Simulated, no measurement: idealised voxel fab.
process module | voxel gate over fins
cross-section cut | 265 nm wide | cells 5 nm
A cross-section is a grid of square cells, given in bands from the top down. A band is one or more rows of cells.
Each band's line starts with the height of the band's top and of its bottom, in nm. Then come its materials from left to right, each with its width in nm. One material with "throughout" fills the band from edge to edge. "air" is empty space.
Height 0 is the level under which the wafer as received is all one material. The lowest band goes on downwards, as in "0 down".
A width such as "30 to 40" changes by the same amount from each row of cells to the next, from the band's top row to its bottom row.
"no change" after a step means that no cell of the cross-section changed.
closed voids: empty space of 8 cells or more with no open way to the top, each as width x height at its distance from the left edge, in nm
after a step's settings: what the simulator itself notes on the step
overlay nm, on a step with a mask: how far to the right of its planned place the mask lay; to the left if negative
Each pair below shows a cross-section before one step and the cross-section after it, down to the lowest band that changed. The line under each pair gives the step between them, with its settings. The pairs can come from different runs of this module on the same starting wafer, so a pair continues from the pair above only where its "before" says so.
before
  0 down: Si throughout
  closed voids: none
after
  10 to 0: SiN throughout
  below 0: unchanged
  closed voids: none
the step between: op CONFORMAL_DEP | material SiN | thk nm 10
before: the cross-section after the pair above
after
  20 to 10: aC throughout
  below 10: unchanged
  closed voids: none
the step between: op DIRECTIONAL_DEP | material aC | thk nm 10
before: the cross-section after the pair above
after
  50 to 20: air 100 | resist 15 | air 35 | resist 15 | air 100
  below 20: unchanged
  closed voids: none
the step between: op PATTERN | tone cover | mask id FINS | material resist | width nm 15 | pitch nm 50 | thk nm 30 | overlay nm 0
before: the cross-section after the pair above
after
  40 to 20: air 100 | resist 15 | air 35 | resist 15 | air 100
  20 to 10: air 100 | aC 15 | air 35 | aC 15 | air 100
  below 10: unchanged
  closed voids: none
the step between: op DIRECTIONAL_ETCH | etch materials aC | depth nm 10
before: the cross-section after the pair above
after
  20 to 10: air 100 | aC 15 | air 35 | aC 15 | air 100
  below 10: unchanged
  closed voids: none
the step between: op STRIP | etch materials resist
before: the cross-section after the pair above
after
  20 to 10: air 100 | aC 15 | air 35 | aC 15 | air 100
  10 to 0: air 100 | SiN 15 | air 35 | SiN 15 | air 100
  below 0: unchanged
  closed voids: none
the step between: op DIRECTIONAL_ETCH | etch materials SiN | depth nm 10
before: the cross-section after the pair above
after
  20 to 10: air 100 | aC 15 | air 35 | aC 15 | air 100
  10 to 0: air 100 | SiN 15 | air 35 | SiN 15 | air 100
  0 to -40: air 100 | Si 15 | air 35 | Si 15 | air 100
  below -40: unchanged
  closed voids: none
the step between: op DIRECTIONAL_ETCH | etch materials Si | depth nm 40
before: the cross-section after the pair above
after
  10 to 0: air 100 | SiN 15 | air 35 | SiN 15 | air 100
  below 0: unchanged
  closed voids: none
the step between: op STRIP | etch materials aC
before: the cross-section after the pair above
after
  25 to 10: SiO2 throughout
  10 to 0: SiO2 100 | SiN 15 | SiO2 35 | SiN 15 | SiO2 100
  0 to -40: SiO2 100 | Si 15 | SiO2 35 | Si 15 | SiO2 100
  below -40: unchanged
  closed voids: none
the step between: op FILL_DEP | material SiO2 | thk nm 15
before: the cross-section after the pair above
after
  10 to 0: SiO2 100 | SiN 15 | SiO2 35 | SiN 15 | SiO2 100
  below 0: unchanged
  closed voids: none
the step between: op CMP | height nm 10
before: the cross-section after the pair above
after
  25 to 10: resist 125 | air 15 | resist 125
  below 10: unchanged
  closed voids: none
the step between: op PATTERN | tone open | mask id RAIL | material resist | width nm 15 | thk nm 15 | overlay nm 0
before: the cross-section after the pair above
after
  25 to 10: resist 125 | air 15 | resist 125
  10 to 0: SiO2 100 | SiN 15 | SiO2 10 | air 15 | SiO2 10 | SiN 15 | SiO2 100
  0 to -35: SiO2 100 | Si 15 | SiO2 10 | air 15 | SiO2 10 | Si 15 | SiO2 100
  below -35: unchanged
  closed voids: none
the step between: op DIRECTIONAL_ETCH | etch materials SiO2 | depth nm 45
before: the cross-section after the pair above
after
  10 to 0: SiO2 100 | SiN 15 | SiO2 10 | air 15 | SiO2 10 | SiN 15 | SiO2 100
  below 0: unchanged
  closed voids: none
the step between: op STRIP | etch materials resist
before: the cross-section after the pair above
after
  15 to 10: TiN 130 | air 5 | TiN 130
  10 to 0: SiO2 100 | SiN 15 | SiO2 10 | TiN 5 | air 5 | TiN 5 | SiO2 10 | SiN 15 | SiO2 100
  0 to -30: SiO2 100 | Si 15 | SiO2 10 | TiN 5 | air 5 | TiN 5 | SiO2 10 | Si 15 | SiO2 100
  -30 to -35: SiO2 100 | Si 15 | SiO2 10 | TiN 15 | SiO2 10 | Si 15 | SiO2 100
  below -35: unchanged
  closed voids: none
the step between: op CONFORMAL_DEP | material TiN | thk nm 5
before: the cross-section after the pair above
after
  25 to 15: W throughout
  15 to 10: TiN 130 | W 5 | TiN 130
  10 to 0: SiO2 100 | SiN 15 | SiO2 10 | TiN 5 | W 5 | TiN 5 | SiO2 10 | SiN 15 | SiO2 100
  0 to -30: SiO2 100 | Si 15 | SiO2 10 | TiN 5 | W 5 | TiN 5 | SiO2 10 | Si 15 | SiO2 100
  below -30: unchanged
  closed voids: none
the step between: op FILL_DEP | material W | thk nm 10
before: the cross-section after the pair above
after
  10 to 0: SiO2 100 | SiN 15 | SiO2 10 | TiN 5 | W 5 | TiN 5 | SiO2 10 | SiN 15 | SiO2 100
  below 0: unchanged
  closed voids: none
the step between: op CMP | height nm 10
before: the cross-section after the pair above
after
  10 to 0: SiO2 100 | SiN 15 | SiO2 10 | air 15 | SiO2 10 | SiN 15 | SiO2 100
  0 to -15: SiO2 100 | Si 15 | SiO2 10 | air 15 | SiO2 10 | Si 15 | SiO2 100
  below -15: unchanged
  closed voids: none
the step between: op SELECTIVE_ETCH | etch materials W Ru TiN | depth nm 25
before: the cross-section after the pair above
after
  15 to 10: SiO2 throughout
  10 to 0: SiO2 100 | SiN 15 | SiO2 35 | SiN 15 | SiO2 100
  0 to -15: SiO2 100 | Si 15 | SiO2 35 | Si 15 | SiO2 100
  below -15: unchanged
  closed voids: none
the step between: op FILL_DEP | material SiO2 | thk nm 5
before: the cross-section after the pair above
after
  10 to 0: SiO2 100 | SiN 15 | SiO2 35 | SiN 15 | SiO2 100
  below 0: unchanged
  closed voids: none
the step between: op CMP | height nm 10
before: the cross-section after the pair above
after
  10 to 0: air 100 | SiN 15 | air 35 | SiN 15 | air 100
  0 to -10: air 100 | Si 15 | air 35 | Si 15 | air 100
  below -10: unchanged
  closed voids: none
the step between: op SELECTIVE_ETCH | etch materials SiO2 | depth nm 20
before: the cross-section after the pair above
after
  0 to -10: air 100 | Si 15 | air 35 | Si 15 | air 100
  below -10: unchanged
  closed voids: none
the step between: op STRIP | etch materials SiN
before: the cross-section after the pair above
after
  5 to 0: air 95 | HfO2 25 | air 25 | HfO2 25 | air 95
  0 to -5: air 95 | HfO2 5 | Si 15 | HfO2 5 | air 25 | HfO2 5 | Si 15 | HfO2 5 | air 95
  -5 to -10: HfO2 100 | Si 15 | HfO2 35 | Si 15 | HfO2 100
  below -10: unchanged
  closed voids: none
the step between: op CONFORMAL_DEP | material HfO2 | thk nm 5
before: the cross-section after the pair above
after
  10 to 5: air 90 | TiN 35 | air 15 | TiN 35 | air 90
  5 to 0: air 90 | TiN 5 | HfO2 25 | TiN 5 | air 15 | TiN 5 | HfO2 25 | TiN 5 | air 90
  0 to -5: TiN 95 | HfO2 5 | Si 15 | HfO2 5 | TiN 25 | HfO2 5 | Si 15 | HfO2 5 | TiN 95
  below -5: unchanged
  closed voids: none
the step between: op CONFORMAL_DEP | material TiN | thk nm 5
before: the cross-section after the pair above
after
  15 to 10: air 85 | TiAl 45 | air 5 | TiAl 45 | air 85
  10 to 5: air 85 | TiAl 5 | TiN 35 | TiAl 5 | air 5 | TiAl 5 | TiN 35 | TiAl 5 | air 85
  5 to 0: TiAl 90 | TiN 5 | HfO2 25 | TiN 5 | TiAl 15 | TiN 5 | HfO2 25 | TiN 5 | TiAl 90
  below 0: unchanged
  closed voids: none
the step between: op CONFORMAL_DEP | material TiAl | thk nm 5
before: the cross-section after the pair above
after
  20 to 15: air 80 | TiN 105 | air 80
  15 to 10: air 80 | TiN 5 | TiAl 45 | TiN 5 | TiAl 45 | TiN 5 | air 80
  10 to 5: TiN 85 | TiAl 5 | TiN 35 | TiAl 5 | TiN 5 | TiAl 5 | TiN 35 | TiAl 5 | TiN 85
  below 5: unchanged
  closed voids: none
the step between: op CONFORMAL_DEP | material TiN | thk nm 5
before: the cross-section after the pair above
after
  30 to 20: W throughout
  20 to 15: W 80 | TiN 105 | W 80
  15 to 10: W 80 | TiN 5 | TiAl 45 | TiN 5 | TiAl 45 | TiN 5 | W 80
  below 10: unchanged
  closed voids: none
the step between: op FILL_DEP | material W | thk nm 10
before: the cross-section after the pair above
after
  25 to 20: W throughout
  below 20: unchanged
  closed voids: none
the step between: op CMP | height nm 25
before: the cross-section after the pair above
after
  35 to 25: SiCN throughout
  below 25: unchanged
  closed voids: none
the step between: op CONFORMAL_DEP | material SiCN | thk nm 10
before
  25 to 15: W throughout
  15 to 10: TiN 130 | W 5 | TiN 130
  10 to 0: SiO2 100 | SiN 15 | SiO2 10 | TiN 5 | W 5 | TiN 5 | SiO2 10 | SiN 15 | SiO2 100
  0 to -30: SiO2 100 | Si 15 | SiO2 10 | TiN 5 | W 5 | TiN 5 | SiO2 10 | Si 15 | SiO2 100
  -30 to -35: SiO2 100 | Si 15 | SiO2 10 | TiN 15 | SiO2 10 | Si 15 | SiO2 100
  -35 to -40: SiO2 100 | Si 15 | SiO2 35 | Si 15 | SiO2 100
  -40 down: Si throughout
  closed voids: none
after
  10 to 0: SiO2 100 | SiN 15 | SiO2 10 | air 15 | SiO2 10 | SiN 15 | SiO2 100
  below 0: unchanged
  closed voids: none
the step between: op SELECTIVE_ETCH | etch materials W Ru TiN | depth nm 25
before: the cross-section after the pair above
after
  15 to 10: SiO2 throughout
  10 to 0: SiO2 100 | SiN 15 | SiO2 35 | SiN 15 | SiO2 100
  below 0: unchanged
  closed voids: none
the step between: op FILL_DEP | material SiO2 | thk nm 5
before: the cross-section after the pair above
after
  10 to 0: SiO2 100 | SiN 15 | SiO2 35 | SiN 15 | SiO2 100
  below 0: unchanged
  closed voids: none
the step between: op CMP | height nm 10
before: the cross-section after the pair above
after
  10 to 0: air 100 | SiN 15 | air 35 | SiN 15 | air 100
  0 to -10: air 100 | Si 15 | air 10 | TiN 5 | W 5 | TiN 5 | air 10 | Si 15 | air 100
  below -10: unchanged
  closed voids: none
the step between: op SELECTIVE_ETCH | etch materials SiO2 | depth nm 20
before: the cross-section after the pair above
after
  0 to -10: air 100 | Si 15 | air 10 | TiN 5 | W 5 | TiN 5 | air 10 | Si 15 | air 100
  below -10: unchanged
  closed voids: none
the step between: op STRIP | etch materials SiN
before: the cross-section after the pair above
after
  5 to 0: air 95 | HfO2 75 | air 95
  0 to -5: air 95 | HfO2 5 | Si 15 | HfO2 10 | TiN 5 | W 5 | TiN 5 | HfO2 10 | Si 15 | HfO2 5 | air 95
  -5 to -10: HfO2 100 | Si 15 | HfO2 10 | TiN 5 | W 5 | TiN 5 | HfO2 10 | Si 15 | HfO2 100
  below -10: unchanged
  closed voids: none
the step between: op CONFORMAL_DEP | material HfO2 | thk nm 5
before: the cross-section after the pair above
after
  10 to 5: air 90 | TiN 85 | air 90
  5 to 0: air 90 | TiN 5 | HfO2 75 | TiN 5 | air 90
  0 to -5: TiN 95 | HfO2 5 | Si 15 | HfO2 10 | TiN 5 | W 5 | TiN 5 | HfO2 10 | Si 15 | HfO2 5 | TiN 95
  below -5: unchanged
  closed voids: none
the step between: op CONFORMAL_DEP | material TiN | thk nm 5
before: the cross-section after the pair above
after
  15 to 10: air 85 | TiAl 95 | air 85
  10 to 5: air 85 | TiAl 5 | TiN 85 | TiAl 5 | air 85
  5 to 0: TiAl 90 | TiN 5 | HfO2 75 | TiN 5 | TiAl 90
  below 0: unchanged
  closed voids: none
the step between: op CONFORMAL_DEP | material TiAl | thk nm 5
before: the cross-section after the pair above
after
  20 to 15: air 80 | TiN 105 | air 80
  15 to 10: air 80 | TiN 5 | TiAl 95 | TiN 5 | air 80
  10 to 5: TiN 85 | TiAl 5 | TiN 85 | TiAl 5 | TiN 85
  below 5: unchanged
  closed voids: none
the step between: op CONFORMAL_DEP | material TiN | thk nm 5
before: the cross-section after the pair above
after
  30 to 20: W throughout
  20 to 15: W 80 | TiN 105 | W 80
  15 to 10: W 80 | TiN 5 | TiAl 95 | TiN 5 | W 80
  below 10: unchanged
  closed voids: none
the step between: op FILL_DEP | material W | thk nm 10
before: the cross-section after the pair above
after
  25 to 20: W throughout
  below 20: unchanged
  closed voids: none
the step between: op CMP | height nm 25
before: the cross-section after the pair above
after
  35 to 25: SiCN throughout
  below 25: unchanged
  closed voids: none
the step between: op CONFORMAL_DEP | material SiCN | thk nm 10
before
  10 to 0: air 100 | SiN 15 | air 35 | SiN 15 | air 100
  0 to -10: air 100 | Si 15 | air 35 | Si 15 | air 100
  -10 to -15: SiO2 100 | Si 15 | SiO2 35 | Si 15 | SiO2 100
  -15 to -30: SiO2 100 | Si 15 | SiO2 10 | TiN 5 | W 5 | TiN 5 | SiO2 10 | Si 15 | SiO2 100
  -30 to -35: SiO2 100 | Si 15 | SiO2 10 | TiN 15 | SiO2 10 | Si 15 | SiO2 100
  -35 to -40: SiO2 100 | Si 15 | SiO2 35 | Si 15 | SiO2 100
  -40 down: Si throughout
  closed voids: none
after
  10 to 0: air 100 | SiN 15 | air 35 | SiN 15 | air 100
  0 to -15: air 100 | Si 15 | air 35 | Si 15 | air 100
  -15 to -30: air 100 | Si 15 | air 10 | TiN 5 | W 5 | TiN 5 | air 10 | Si 15 | air 100
  below -30: unchanged
  closed voids: none
the step between: op SELECTIVE_ETCH | etch materials SiO2 | depth nm 20
before: the cross-section after the pair above
after
  0 to -15: air 100 | Si 15 | air 35 | Si 15 | air 100
  below -15: unchanged
  closed voids: none
the step between: op STRIP | etch materials SiN
before: the cross-section after the pair above
after
  5 to 0: air 95 | HfO2 25 | air 25 | HfO2 25 | air 95
  0 to -10: air 95 | HfO2 5 | Si 15 | HfO2 5 | air 25 | HfO2 5 | Si 15 | HfO2 5 | air 95
  -10 to -15: air 95 | HfO2 5 | Si 15 | HfO2 35 | Si 15 | HfO2 5 | air 95
  -15 to -25: air 95 | HfO2 5 | Si 15 | HfO2 10 | TiN 5 | W 5 | TiN 5 | HfO2 10 | Si 15 | HfO2 5 | air 95
  -25 to -30: HfO2 100 | Si 15 | HfO2 10 | TiN 5 | W 5 | TiN 5 | HfO2 10 | Si 15 | HfO2 100
  below -30: unchanged
  closed voids: none
the step between: op CONFORMAL_DEP | material HfO2 | thk nm 5
before: the cross-section after the pair above
after
  10 to 5: air 90 | TiN 35 | air 15 | TiN 35 | air 90
  5 to 0: air 90 | TiN 5 | HfO2 25 | TiN 5 | air 15 | TiN 5 | HfO2 25 | TiN 5 | air 90
  0 to -5: air 90 | TiN 5 | HfO2 5 | Si 15 | HfO2 5 | TiN 5 | air 15 | TiN 5 | HfO2 5 | Si 15 | HfO2 5 | TiN 5 | air 90
  -5 to -10: air 90 | TiN 5 | HfO2 5 | Si 15 | HfO2 5 | TiN 25 | HfO2 5 | Si 15 | HfO2 5 | TiN 5 | air 90
  -10 to -15: air 90 | TiN 5 | HfO2 5 | Si 15 | HfO2 35 | Si 15 | HfO2 5 | TiN 5 | air 90
  -15 to -20: air 90 | TiN 5 | HfO2 5 | Si 15 | HfO2 10 | TiN 5 | W 5 | TiN 5 | HfO2 10 | Si 15 | HfO2 5 | TiN 5 | air 90
  -20 to -25: TiN 95 | HfO2 5 | Si 15 | HfO2 10 | TiN 5 | W 5 | TiN 5 | HfO2 10 | Si 15 | HfO2 5 | TiN 95
  below -25: unchanged
  closed voids: none
the step between: op CONFORMAL_DEP | material TiN | thk nm 5
before: the cross-section after the pair above
after
  15 to 10: air 85 | TiAl 45 | air 5 | TiAl 45 | air 85
  10 to 5: air 85 | TiAl 5 | TiN 35 | TiAl 5 | air 5 | TiAl 5 | TiN 35 | TiAl 5 | air 85
  5 to 0: air 85 | TiAl 5 | TiN 5 | HfO2 25 | TiN 5 | TiAl 5 | air 5 | TiAl 5 | TiN 5 | HfO2 25 | TiN 5 | TiAl 5 | air 85
  0 to -5: air 85 | TiAl 5 | TiN 5 | HfO2 5 | Si 15 | HfO2 5 | TiN 5 | TiAl 15 | TiN 5 | HfO2 5 | Si 15 | HfO2 5 | TiN 5 | TiAl 5 | air 85
  -5 to -10: air 85 | TiAl 5 | TiN 5 | HfO2 5 | Si 15 | HfO2 5 | TiN 25 | HfO2 5 | Si 15 | HfO2 5 | TiN 5 | TiAl 5 | air 85
  -10 to -15: air 85 | TiAl 5 | TiN 5 | HfO2 5 | Si 15 | HfO2 35 | Si 15 | HfO2 5 | TiN 5 | TiAl 5 | air 85
  -15 to -20: TiAl 90 | TiN 5 | HfO2 5 | Si 15 | HfO2 10 | TiN 5 | W 5 | TiN 5 | HfO2 10 | Si 15 | HfO2 5 | TiN 5 | TiAl 90
  below -20: unchanged
  closed voids: none
the step between: op CONFORMAL_DEP | material TiAl | thk nm 5
before: the cross-section after the pair above
after
  20 to 15: air 80 | TiN 105 | air 80
  15 to 10: air 80 | TiN 5 | TiAl 45 | TiN 5 | TiAl 45 | TiN 5 | air 80
  10 to 5: air 80 | TiN 5 | TiAl 5 | TiN 35 | TiAl 5 | TiN 5 | TiAl 5 | TiN 35 | TiAl 5 | TiN 5 | air 80
  5 to 0: air 80 | TiN 5 | TiAl 5 | TiN 5 | HfO2 25 | TiN 5 | TiAl 5 | TiN 5 | TiAl 5 | TiN 5 | HfO2 25 | TiN 5 | TiAl 5 | TiN 5 | air 80
  0 to -5: air 80 | TiN 5 | TiAl 5 | TiN 5 | HfO2 5 | Si 15 | HfO2 5 | TiN 5 | TiAl 15 | TiN 5 | HfO2 5 | Si 15 | HfO2 5 | TiN 5 | TiAl 5 | TiN 5 | air 80
  -5 to -10: air 80 | TiN 5 | TiAl 5 | TiN 5 | HfO2 5 | Si 15 | HfO2 5 | TiN 25 | HfO2 5 | Si 15 | HfO2 5 | TiN 5 | TiAl 5 | TiN 5 | air 80
  -10 to -15: TiN 85 | TiAl 5 | TiN 5 | HfO2 5 | Si 15 | HfO2 35 | Si 15 | HfO2 5 | TiN 5 | TiAl 5 | TiN 85
  below -15: unchanged
  closed voids: none
the step between: op CONFORMAL_DEP | material TiN | thk nm 5
before: the cross-section after the pair above
after
  30 to 20: W throughout
  20 to 15: W 80 | TiN 105 | W 80
  15 to 10: W 80 | TiN 5 | TiAl 45 | TiN 5 | TiAl 45 | TiN 5 | W 80
  10 to 5: W 80 | TiN 5 | TiAl 5 | TiN 35 | TiAl 5 | TiN 5 | TiAl 5 | TiN 35 | TiAl 5 | TiN 5 | W 80
  5 to 0: W 80 | TiN 5 | TiAl 5 | TiN 5 | HfO2 25 | TiN 5 | TiAl 5 | TiN 5 | TiAl 5 | TiN 5 | HfO2 25 | TiN 5 | TiAl 5 | TiN 5 | W 80
  0 to -5: W 80 | TiN 5 | TiAl 5 | TiN 5 | HfO2 5 | Si 15 | HfO2 5 | TiN 5 | TiAl 15 | TiN 5 | HfO2 5 | Si 15 | HfO2 5 | TiN 5 | TiAl 5 | TiN 5 | W 80
  -5 to -10: W 80 | TiN 5 | TiAl 5 | TiN 5 | HfO2 5 | Si 15 | HfO2 5 | TiN 25 | HfO2 5 | Si 15 | HfO2 5 | TiN 5 | TiAl 5 | TiN 5 | W 80
  below -10: unchanged
  closed voids: none
the step between: op FILL_DEP | material W | thk nm 10
before: the cross-section after the pair above
after
  25 to 20: W throughout
  below 20: unchanged
  closed voids: none
the step between: op CMP | height nm 25
before: the cross-section after the pair above
after
  35 to 25: SiCN throughout
  below 25: unchanged
  closed voids: none
the step between: op CONFORMAL_DEP | material SiCN | thk nm 10
before
  10 to 5: air 90 | TiN 35 | air 15 | TiN 35 | air 90
  5 to 0: air 90 | TiN 5 | HfO2 25 | TiN 5 | air 15 | TiN 5 | HfO2 25 | TiN 5 | air 90
  0 to -5: TiN 95 | HfO2 5 | Si 15 | HfO2 5 | TiN 25 | HfO2 5 | Si 15 | HfO2 5 | TiN 95
  -5 to -10: HfO2 100 | Si 15 | HfO2 35 | Si 15 | HfO2 100
  -10 to -15: SiO2 100 | Si 15 | SiO2 35 | Si 15 | SiO2 100
  -15 to -30: SiO2 100 | Si 15 | SiO2 10 | TiN 5 | W 5 | TiN 5 | SiO2 10 | Si 15 | SiO2 100
  -30 to -35: SiO2 100 | Si 15 | SiO2 10 | TiN 15 | SiO2 10 | Si 15 | SiO2 100
  -35 to -40: SiO2 100 | Si 15 | SiO2 35 | Si 15 | SiO2 100
  -40 down: Si throughout
  closed voids: none
after
  15 to 5: air 85 | TiN 45 | air 5 | TiN 45 | air 85
  5 to 0: TiN 95 | HfO2 25 | TiN 25 | HfO2 25 | TiN 95
  below 0: unchanged
  closed voids: none
the step between: op CONFORMAL_DEP | material TiN | thk nm 5
before: the cross-section after the pair above
after
  20 to 15: air 80 | TiAl 105 | air 80
  15 to 10: air 80 | TiAl 5 | TiN 45 | TiAl 5 | TiN 45 | TiAl 5 | air 80
  10 to 5: TiAl 85 | TiN 45 | TiAl 5 | TiN 45 | TiAl 85
  below 5: unchanged
  closed voids: none
the step between: op CONFORMAL_DEP | material TiAl | thk nm 5
before: the cross-section after the pair above
after
  30 to 20: W throughout
  20 to 15: W 80 | TiAl 105 | W 80
  15 to 10: W 80 | TiAl 5 | TiN 45 | TiAl 5 | TiN 45 | TiAl 5 | W 80
  below 10: unchanged
  closed voids: none
the step between: op FILL_DEP | material W | thk nm 10
before: the cross-section after the pair above
after
  25 to 20: W throughout
  below 20: unchanged
  closed voids: none
the step between: op CMP | height nm 25
before: the cross-section after the pair above
after
  35 to 25: SiCN throughout
  below 25: unchanged
  closed voids: none
the step between: op CONFORMAL_DEP | material SiCN | thk nm 10
before
  20 to 10: air 100 | aC 15 | air 35 | aC 15 | air 100
  10 to 0: air 100 | SiN 15 | air 35 | SiN 15 | air 100
  0 down: Si throughout
  closed voids: none
after
  20 to 10: air 100 | aC 15 | air 35 | aC 15 | air 100
  10 to 0: air 100 | SiN 15 | air 35 | SiN 15 | air 100
  0 to -50: air 100 | Si 15 | air 35 | Si 15 | air 100
  below -50: unchanged
  closed voids: none
the step between: op DIRECTIONAL_ETCH | etch materials Si | depth nm 50
before: the cross-section after the pair above
after
  10 to 0: air 100 | SiN 15 | air 35 | SiN 15 | air 100
  below 0: unchanged
  closed voids: none
the step between: op STRIP | etch materials aC
before: the cross-section after the pair above
after
  25 to 10: SiO2 throughout
  10 to 0: SiO2 100 | SiN 15 | SiO2 35 | SiN 15 | SiO2 100
  0 to -50: SiO2 100 | Si 15 | SiO2 35 | Si 15 | SiO2 100
  below -50: unchanged
  closed voids: none
the step between: op FILL_DEP | material SiO2 | thk nm 15
before: the cross-section after the pair above
after
  10 to 0: SiO2 100 | SiN 15 | SiO2 35 | SiN 15 | SiO2 100
  below 0: unchanged
  closed voids: none
the step between: op CMP | height nm 10
before: the cross-section after the pair above
after
  25 to 10: resist 125 | air 15 | resist 125
  below 10: unchanged
  closed voids: none
the step between: op PATTERN | tone open | mask id RAIL | material resist | width nm 15 | thk nm 15 | overlay nm 0
before: the cross-section after the pair above
after
  25 to 10: resist 125 | air 15 | resist 125
  10 to 0: SiO2 100 | SiN 15 | SiO2 10 | air 15 | SiO2 10 | SiN 15 | SiO2 100
  0 to -35: SiO2 100 | Si 15 | SiO2 10 | air 15 | SiO2 10 | Si 15 | SiO2 100
  below -35: unchanged
  closed voids: none
the step between: op DIRECTIONAL_ETCH | etch materials SiO2 | depth nm 45
before: the cross-section after the pair above
after
  10 to 0: SiO2 100 | SiN 15 | SiO2 10 | air 15 | SiO2 10 | SiN 15 | SiO2 100
  below 0: unchanged
  closed voids: none
the step between: op STRIP | etch materials resist
before: the cross-section after the pair above
after
  15 to 10: TiN 130 | air 5 | TiN 130
  10 to 0: SiO2 100 | SiN 15 | SiO2 10 | TiN 5 | air 5 | TiN 5 | SiO2 10 | SiN 15 | SiO2 100
  0 to -30: SiO2 100 | Si 15 | SiO2 10 | TiN 5 | air 5 | TiN 5 | SiO2 10 | Si 15 | SiO2 100
  -30 to -35: SiO2 100 | Si 15 | SiO2 10 | TiN 15 | SiO2 10 | Si 15 | SiO2 100
  below -35: unchanged
  closed voids: none
the step between: op CONFORMAL_DEP | material TiN | thk nm 5
before: the cross-section after the pair above
after
  25 to 15: W throughout
  15 to 10: TiN 130 | W 5 | TiN 130
  10 to 0: SiO2 100 | SiN 15 | SiO2 10 | TiN 5 | W 5 | TiN 5 | SiO2 10 | SiN 15 | SiO2 100
  0 to -30: SiO2 100 | Si 15 | SiO2 10 | TiN 5 | W 5 | TiN 5 | SiO2 10 | Si 15 | SiO2 100
  below -30: unchanged
  closed voids: none
the step between: op FILL_DEP | material W | thk nm 10
before: the cross-section after the pair above
after
  10 to 0: SiO2 100 | SiN 15 | SiO2 10 | TiN 5 | W 5 | TiN 5 | SiO2 10 | SiN 15 | SiO2 100
  below 0: unchanged
  closed voids: none
the step between: op CMP | height nm 10
before: the cross-section after the pair above
after
  10 to 0: SiO2 100 | SiN 15 | SiO2 10 | air 15 | SiO2 10 | SiN 15 | SiO2 100
  0 to -15: SiO2 100 | Si 15 | SiO2 10 | air 15 | SiO2 10 | Si 15 | SiO2 100
  below -15: unchanged
  closed voids: none
the step between: op SELECTIVE_ETCH | etch materials W Ru TiN | depth nm 25
before: the cross-section after the pair above
after
  15 to 10: SiO2 throughout
  10 to 0: SiO2 100 | SiN 15 | SiO2 35 | SiN 15 | SiO2 100
  0 to -15: SiO2 100 | Si 15 | SiO2 35 | Si 15 | SiO2 100
  below -15: unchanged
  closed voids: none
the step between: op FILL_DEP | material SiO2 | thk nm 5
before: the cross-section after the pair above
after
  10 to 0: SiO2 100 | SiN 15 | SiO2 35 | SiN 15 | SiO2 100
  below 0: unchanged
  closed voids: none
the step between: op CMP | height nm 10
before: the cross-section after the pair above
after
  10 to 0: air 100 | SiN 15 | air 35 | SiN 15 | air 100
  0 to -10: air 100 | Si 15 | air 35 | Si 15 | air 100
  below -10: unchanged
  closed voids: none
the step between: op SELECTIVE_ETCH | etch materials SiO2 | depth nm 20
before: the cross-section after the pair above
after
  0 to -10: air 100 | Si 15 | air 35 | Si 15 | air 100
  below -10: unchanged
  closed voids: none
the step between: op STRIP | etch materials SiN
before: the cross-section after the pair above
after
  5 to 0: air 95 | HfO2 25 | air 25 | HfO2 25 | air 95
  0 to -5: air 95 | HfO2 5 | Si 15 | HfO2 5 | air 25 | HfO2 5 | Si 15 | HfO2 5 | air 95
  -5 to -10: HfO2 100 | Si 15 | HfO2 35 | Si 15 | HfO2 100
  below -10: unchanged
  closed voids: none
the step between: op CONFORMAL_DEP | material HfO2 | thk nm 5
before: the cross-section after the pair above
after
  10 to 5: air 90 | TiN 35 | air 15 | TiN 35 | air 90
  5 to 0: air 90 | TiN 5 | HfO2 25 | TiN 5 | air 15 | TiN 5 | HfO2 25 | TiN 5 | air 90
  0 to -5: TiN 95 | HfO2 5 | Si 15 | HfO2 5 | TiN 25 | HfO2 5 | Si 15 | HfO2 5 | TiN 95
  below -5: unchanged
  closed voids: none
the step between: op CONFORMAL_DEP | material TiN | thk nm 5
before: the cross-section after the pair above
after
  15 to 10: air 85 | TiAl 45 | air 5 | TiAl 45 | air 85
  10 to 5: air 85 | TiAl 5 | TiN 35 | TiAl 5 | air 5 | TiAl 5 | TiN 35 | TiAl 5 | air 85
  5 to 0: TiAl 90 | TiN 5 | HfO2 25 | TiN 5 | TiAl 15 | TiN 5 | HfO2 25 | TiN 5 | TiAl 90
  below 0: unchanged
  closed voids: none
the step between: op CONFORMAL_DEP | material TiAl | thk nm 5
before: the cross-section after the pair above
after
  20 to 15: air 80 | TiN 105 | air 80
  15 to 10: air 80 | TiN 5 | TiAl 45 | TiN 5 | TiAl 45 | TiN 5 | air 80
  10 to 5: TiN 85 | TiAl 5 | TiN 35 | TiAl 5 | TiN 5 | TiAl 5 | TiN 35 | TiAl 5 | TiN 85
  below 5: unchanged
  closed voids: none
the step between: op CONFORMAL_DEP | material TiN | thk nm 5
before: the cross-section after the pair above
after
  30 to 20: W throughout
  20 to 15: W 80 | TiN 105 | W 80
  15 to 10: W 80 | TiN 5 | TiAl 45 | TiN 5 | TiAl 45 | TiN 5 | W 80
  below 10: unchanged
  closed voids: none
the step between: op FILL_DEP | material W | thk nm 10
before: the cross-section after the pair above
after
  25 to 20: W throughout
  below 20: unchanged
  closed voids: none
the step between: op CMP | height nm 25
before: the cross-section after the pair above
after
  35 to 25: SiCN throughout
  below 25: unchanged
  closed voids: none
the step between: op CONFORMAL_DEP | material SiCN | thk nm 10
before
  10 to 0: SiO2 100 | SiN 15 | SiO2 35 | SiN 15 | SiO2 100
  0 to -40: SiO2 100 | Si 15 | SiO2 35 | Si 15 | SiO2 100
  -40 down: Si throughout
  closed voids: none
after
  25 to 10: resist 125 | air 20 | resist 120
  below 10: unchanged
  closed voids: none
the step between: op PATTERN | tone open | mask id RAIL | material resist | width nm 20 | thk nm 15 | overlay nm 0
before: the cross-section after the pair above
after
  25 to 10: resist 125 | air 20 | resist 120
  10 to 0: SiO2 100 | SiN 15 | SiO2 10 | air 20 | SiO2 5 | SiN 15 | SiO2 100
  0 to -35: SiO2 100 | Si 15 | SiO2 10 | air 20 | SiO2 5 | Si 15 | SiO2 100
  below -35: unchanged
  closed voids: none
the step between: op DIRECTIONAL_ETCH | etch materials SiO2 | depth nm 45
before: the cross-section after the pair above
after
  10 to 0: SiO2 100 | SiN 15 | SiO2 10 | air 20 | SiO2 5 | SiN 15 | SiO2 100
  below 0: unchanged
  closed voids: none
the step between: op STRIP | etch materials resist
before: the cross-section after the pair above
after
  15 to 10: TiN 130 | air 10 | TiN 125
  10 to 0: SiO2 100 | SiN 15 | SiO2 10 | TiN 5 | air 10 | TiN 5 | SiO2 5 | SiN 15 | SiO2 100
  0 to -30: SiO2 100 | Si 15 | SiO2 10 | TiN 5 | air 10 | TiN 5 | SiO2 5 | Si 15 | SiO2 100
  -30 to -35: SiO2 100 | Si 15 | SiO2 10 | TiN 20 | SiO2 5 | Si 15 | SiO2 100
  below -35: unchanged
  closed voids: none
the step between: op CONFORMAL_DEP | material TiN | thk nm 5
